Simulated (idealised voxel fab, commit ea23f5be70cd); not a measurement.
Title: Process Module voxel wiring stack
175 nm wide, 5 nm square cells: that's cross-section cut.
We lay out every cross-section as a grid of square cells and spell it out in bands from the top down, where one band means one or more rows of cells.
What a band's entry tells you: where the top is and where the bottom is, as heights in nm, and after that what lies inside, material by material from left to right, each with its width in nm. Empty space is written as the word "air", and a single material marked with the word "everywhere" occupies the band from edge to edge.
For the purposes of this specification, 0 denotes the height below which the wafer in its as-received condition is composed wholly of one material, and the lowermost band, lacking a lower limit, extends downward without end, as expressed in "from 0 down".
Graded width ("30->40"): value in top row of band = first number; value in bottom row = second number; row-to-row change constant.
It should be understood that the words "same as before", when stated for a given step, signify that the cross-section underwent no change in any of its cells during that step.
What "Catalogued sealed voids" gives you is every empty space of 8 cells or more that is cut off from the top. Each appears as width x height at distance, with the distance taken from the left edge and width, height and distance all in nm.
That trailing text on a step's line, after the settings, is the simulator's own remark on the step.
A step's line can hold "overlay nm"; with a mask on that step, the setting says how far right of the planned place the mask lay, while a negative setting says it lay to the left.

# Process steps - plan
1. RECEIVE | material Si
2. CONFORMAL_DEP | material SiO2 | thk nm 10
3. DIRECTIONAL_DEP | material TiN | thk nm 5
4. DIRECTIONAL_DEP | material W | thk nm 15
5. PATTERN | tone cover | mask id METAL_1 | material resist | width nm 30 | pitch nm 55 | thk nm 15 | overlay nm 0
6. DIRECTIONAL_ETCH | etch materials W | depth nm 15
7. DIRECTIONAL_ETCH | etch materials TiN | depth nm 5
8. STRIP | etch materials resist
9. FILL_DEP | material lowk | thk nm 5
10. CMP | height nm 30
11. CONFORMAL_DEP | material SiCN | thk nm 5
12. DIRECTIONAL_DEP | material SiO2 | thk nm 35
13. PATTERN | tone open | mask id METAL_2 | material resist | width nm 30 | pitch nm 55 | thk nm 20 | overlay nm 0
14. DIRECTIONAL_ETCH | etch materials SiO2 | depth nm 20
15. STRIP | etch materials resist
16. PATTERN | tone open | mask id METAL_2_HOLES | material resist | width nm 15 | pitch nm 55 | thk nm 20 | overlay nm 0
17. DIRECTIONAL_ETCH | etch materials SiO2 | depth nm 15
18. DIRECTIONAL_ETCH | etch materials SiCN | depth nm 5
19. STRIP | etch materials resist
20. CONFORMAL_DEP | material TiN | thk nm 5
21. FILL_DEP | material Cu | thk nm 5
22. CMP | height nm 70
23. CONFORMAL_DEP | material SiCN | thk nm 5

# Cross-section, incoming material, after step 1
  from 0 down  Si everywhere
  Catalogued sealed voids: none

# Wafer cross-section at module end: first of two, run to plan
  from 75 to 70  SiCN everywhere
  from 70 to 55  SiO2 15 nm; TiN 5 nm; Cu 20 nm; TiN 5 nm; SiO2 25 nm; TiN 5 nm; Cu 20 nm; TiN 5 nm; SiO2 25 nm; TiN 5 nm; Cu 20 nm; TiN 5 nm; SiO2 20 nm
  from 55 to 50  SiO2 15 nm; TiN 5 nm; Cu 5 nm; TiN 20 nm; SiO2 25 nm; TiN 5 nm; Cu 5 nm; TiN 20 nm; SiO2 25 nm; TiN 5 nm; Cu 5 nm; TiN 20 nm; SiO2 20 nm
  from 50 to 35  SiO2 15 nm; TiN 5 nm; Cu 5 nm; TiN 5 nm; SiO2 40 nm; TiN 5 nm; Cu 5 nm; TiN 5 nm; SiO2 40 nm; TiN 5 nm; Cu 5 nm; TiN 5 nm; SiO2 35 nm
  from 35 to 30  SiCN 15 nm; TiN 15 nm; SiCN 40 nm; TiN 15 nm; SiCN 40 nm; TiN 15 nm; SiCN 35 nm
  from 30 to 15  lowk 15 nm; W 30 nm; lowk 25 nm; W 30 nm; lowk 25 nm; W 30 nm; lowk 20 nm
  from 15 to 10  lowk 15 nm; TiN 30 nm; lowk 25 nm; TiN 30 nm; lowk 25 nm; TiN 30 nm; lowk 20 nm
  from 10 to 0  SiO2 everywhere
  from 0 down  Si everywhere
  Catalogued sealed voids: none

# Wafer two (of two), end-of-module cross-section: start = wafer one, plan = wafer one, one run mistake
  from 75 to 70  SiCN everywhere
  from 70 to 55  SiO2 15 nm; TiN 5 nm; Cu 20 nm; TiN 5 nm; SiO2 25 nm; TiN 5 nm; Cu 20 nm; TiN 5 nm; SiO2 25 nm; TiN 5 nm; Cu 20 nm; TiN 5 nm; SiO2 20 nm
  from 55 to 50  SiO2 15 nm; TiN 10 nm; Cu 5 nm; TiN 15 nm; SiO2 25 nm; TiN 10 nm; Cu 5 nm; TiN 15 nm; SiO2 25 nm; TiN 10 nm; Cu 5 nm; TiN 15 nm; SiO2 20 nm
  from 50 to 35  SiO2 20 nm; TiN 5 nm; Cu 5 nm; TiN 5 nm; SiO2 40 nm; TiN 5 nm; Cu 5 nm; TiN 5 nm; SiO2 40 nm; TiN 5 nm; Cu 5 nm; TiN 5 nm; SiO2 30 nm
  from 35 to 30  SiCN 20 nm; TiN 15 nm; SiCN 40 nm; TiN 15 nm; SiCN 40 nm; TiN 15 nm; SiCN 30 nm
  from 30 to 15  lowk 15 nm; W 30 nm; lowk 25 nm; W 30 nm; lowk 25 nm; W 30 nm; lowk 20 nm
  from 15 to 10  lowk 15 nm; TiN 30 nm; lowk 25 nm; TiN 30 nm; lowk 25 nm; TiN 30 nm; lowk 20 nm
  from 10 to 0  SiO2 everywhere
  from 0 down  Si everywhere
  Catalogued sealed voids: none
Diagnosis: step 16 ran with different settings than intended, the actual operation and settings being PATTERN | tone open | mask id METAL_2_HOLES | material resist | width nm 15 | pitch nm 55 | thk nm 20 | overlay nm 5
By the end, you'd get the same cell count for each material on either wafer, but the second wafer puts them somewhere else.
